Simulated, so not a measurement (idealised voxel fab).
Process module under the name voxel ribs on slabs
We display cut, a cross-section 260 nm in width whose square cells are each 5 nm.
In this document a cross-section is written as a grid of square cells. It is given as a series of bands, listed from the top down, and a band is one or more rows of cells.
Top, bottom (nm), then materials left to right with widths (nm); lone material tagged "edge to edge" fills the whole band edge to edge; "empty" = empty space.
Zero point of the height axis is 0; under it, received wafer = one material. Lowest band: continues down indefinitely, "0 nm and below".
When a width is written as two numbers, as in "30 to 40", the first number is the width in the top row of cells of the band and the second is the width in its bottom row, and the width changes by the same amount from each row to the next.
Where the words "nothing altered" appear for a step, the cross-section shows no cell changed by that step; every cell remained as before.
The entry titled "Sealed void list" provides the empty spaces that have no open way to the top, restricted to those of 8 cells or more. Each is presented as width x height at distance, the distance being measured from the left edge, with all three in nm.
Heads up: the bit after the settings on a step's line is the simulator's remark on that step.
overlay nm: step with mask; distance mask lay right of planned place; negative value = left of planned place.

## Steps in the process plan
| 1 | RECEIVE: material Si |
| 2 | DIRECTIONAL_DEP: material SiO2, thk nm 20 |
| 3 | DIRECTIONAL_DEP: material polySi, thk nm 25 |
| 4 | MASKED_ETCH: tone cover, mask id RIB, width nm 20, etch materials polySi, depth nm 20, overlay nm 0 |
| 5 | DIRECTIONAL_DEP: material aC, thk nm 15 |
| 6 | PATTERN: tone cover, mask id SLAB, material resist, width nm 60, thk nm 35, overlay nm 0 |
| 7 | DIRECTIONAL_ETCH: etch materials aC, depth nm 15 |
| 8 | STRIP: etch materials resist |
| 9 | DIRECTIONAL_ETCH: etch materials polySi, depth nm 5 |
| 10 | STRIP: etch materials aC |
| 11 | FILL_DEP: material SiO2, thk nm 15 |
| 12 | CMP: height nm 55 |
| 13 | DIRECTIONAL_DEP: material TiN, thk nm 5 |
| 14 | DIRECTIONAL_DEP: material aC, thk nm 10 |
| 15 | PATTERN: tone cover, mask id HEATER, material resist, width nm 30, thk nm 30, overlay nm 0 |
| 16 | DIRECTIONAL_ETCH: etch materials aC, depth nm 10 |
| 17 | STRIP: etch materials resist |
| 18 | DIRECTIONAL_ETCH: etch materials TiN, depth nm 5 |
| 19 | STRIP: etch materials aC |
| 20 | CONFORMAL_DEP: material SiN, thk nm 10 |

## Wafer, first of two, run as planned

## As received (post step 1): cross-section
* 0 nm and below  Si edge to edge
* Sealed void list: none

## The wafer, seen in cross-section, after step 2
* 20 nm to 0 nm  SiO2 edge to edge
* Beneath the level 0, the cross-section is identical to its previous state.

## The wafer, seen in cross-section, after step 3
* 45 nm to 20 nm  polySi edge to edge
* Beneath the level 20, the cross-section is identical to its previous state.

## The wafer, seen in cross-section, after step 4
* 45 nm to 25 nm  empty=120; polySi=20; empty=120
* Beneath the level 25, the cross-section is identical to its previous state.

## The wafer, seen in cross-section, after step 5
* 60 nm to 45 nm  empty=120; aC=20; empty=120
* 45 nm to 40 nm  empty=120; polySi=20; empty=120
* 40 nm to 25 nm  aC=120; polySi=20; aC=120
* Beneath the level 25, the cross-section is identical to its previous state.

## The wafer, seen in cross-section, after step 6
* 95 nm to 60 nm  empty=100; resist=60; empty=100
* 60 nm to 45 nm  empty=100; resist=20; aC=20; resist=20; empty=100
* 45 nm to 40 nm  empty=100; resist=20; polySi=20; resist=20; empty=100
* Beneath the level 40, the cross-section is identical to its previous state.

## The wafer, seen in cross-section, after step 7
* 80 nm to 60 nm  empty=100; resist=60; empty=100
* 60 nm to 45 nm  empty=100; resist=20; aC=20; resist=20; empty=100
* 45 nm to 40 nm  empty=100; resist=20; polySi=20; resist=20; empty=100
* 40 nm to 25 nm  empty=100; aC=20; polySi=20; aC=20; empty=100
* Beneath the level 25, the cross-section is identical to its previous state.

## The wafer, seen in cross-section, after step 8
* 60 nm to 45 nm  empty=120; aC=20; empty=120
* 45 nm to 40 nm  empty=120; polySi=20; empty=120
* Beneath the level 40, the cross-section is identical to its previous state.

## The wafer, seen in cross-section, after step 9
* 60 nm to 45 nm  empty=120; aC=20; empty=120
* 45 nm to 40 nm  empty=120; polySi=20; empty=120
* 40 nm to 25 nm  empty=100; aC=20; polySi=20; aC=20; empty=100
* 25 nm to 20 nm  empty=100; polySi=60; empty=100
* Beneath the level 20, the cross-section is identical to its previous state.

## The wafer, seen in cross-section, after step 10
* 45 nm to 25 nm  empty=120; polySi=20; empty=120
* Beneath the level 25, the cross-section is identical to its previous state.

## The wafer, seen in cross-section, after step 11
* 60 nm to 45 nm  SiO2 edge to edge
* 45 nm to 25 nm  SiO2=120; polySi=20; SiO2=120
* 25 nm to 20 nm  SiO2=100; polySi=60; SiO2=100
* Beneath the level 20, the cross-section is identical to its previous state.

## The wafer, seen in cross-section, after step 12
* 55 nm to 45 nm  SiO2 edge to edge
* Beneath the level 45, the cross-section is identical to its previous state.

## The wafer, seen in cross-section, after step 13
* 60 nm to 55 nm  TiN edge to edge
* Beneath the level 55, the cross-section is identical to its previous state.

## The wafer, seen in cross-section, after step 14
* 70 nm to 60 nm  aC edge to edge
* Beneath the level 60, the cross-section is identical to its previous state.

## The wafer, seen in cross-section, after step 15
* 100 nm to 70 nm  empty=115; resist=30; empty=115
* Beneath the level 70, the cross-section is identical to its previous state.

## The wafer, seen in cross-section, after step 16
* 90 nm to 70 nm  empty=115; resist=30; empty=115
* 70 nm to 60 nm  empty=115; aC=30; empty=115
* Beneath the level 60, the cross-section is identical to its previous state.

## The wafer, seen in cross-section, after step 17
* 70 nm to 60 nm  empty=115; aC=30; empty=115
* Beneath the level 60, the cross-section is identical to its previous state.

## The wafer, seen in cross-section, after step 18
* 70 nm to 60 nm  empty=115; aC=30; empty=115
* 60 nm to 55 nm  empty=115; TiN=30; empty=115
* Beneath the level 55, the cross-section is identical to its previous state.

## The wafer, seen in cross-section, after step 19
* 60 nm to 55 nm  empty=115; TiN=30; empty=115
* Beneath the level 55, the cross-section is identical to its previous state.

## The wafer, seen in cross-section, after step 20
* 70 nm to 65 nm  empty=105; SiN=50; empty=105
* 65 nm to 60 nm  SiN edge to edge
* 60 nm to 55 nm  SiN=115; TiN=30; SiN=115
* Beneath the level 55, the cross-section is identical to its previous state.

## It is to be noted that the second wafer proceeded from the same initial state and according to the same plan as the first, although one mistake was committed in its execution; through step 13, inclusive, the two wafers share an identical history

## Cross-sectional representation of the second wafer at the time designated in the plan for the completion of step 14
* 70 nm to 60 nm  SiN edge to edge
* Beneath the level 60, the cross-section is identical to its previous state.

## Cross-sectional representation of the second wafer at the time designated in the plan for the completion of step 15
* 100 nm to 70 nm  empty=115; resist=30; empty=115
* Beneath the level 70, the cross-section is identical to its previous state.

## Cross-sectional representation of the second wafer at the time designated in the plan for the completion of step 16
* 90 nm to 70 nm  empty=115; resist=30; empty=115
* Beneath the level 70, the cross-section is identical to its previous state.

## Cross-sectional representation of the second wafer at the time designated in the plan for the completion of step 17
* 70 nm to 60 nm  SiN edge to edge
* Beneath the level 60, the cross-section is identical to its previous state.

Cross-sectional representation of the second wafer at the time designated in the plan for the completion of step 18: nothing altered

Cross-sectional representation of the second wafer at the time designated in the plan for the completion of step 19: nothing altered

## Cross-sectional representation of the second wafer at the time designated in the plan for the completion of step 20
* 80 nm to 60 nm  SiN edge to edge
* Beneath the level 60, the cross-section is identical to its previous state.
Finding, execution versus plan: step 14 ran with different settings than intended, the actual operation and settings being DIRECTIONAL_DEP: material SiN, thk nm 10
Final cells, second wafer relative to first, materials higher or lower: SiN +100, TiN +46
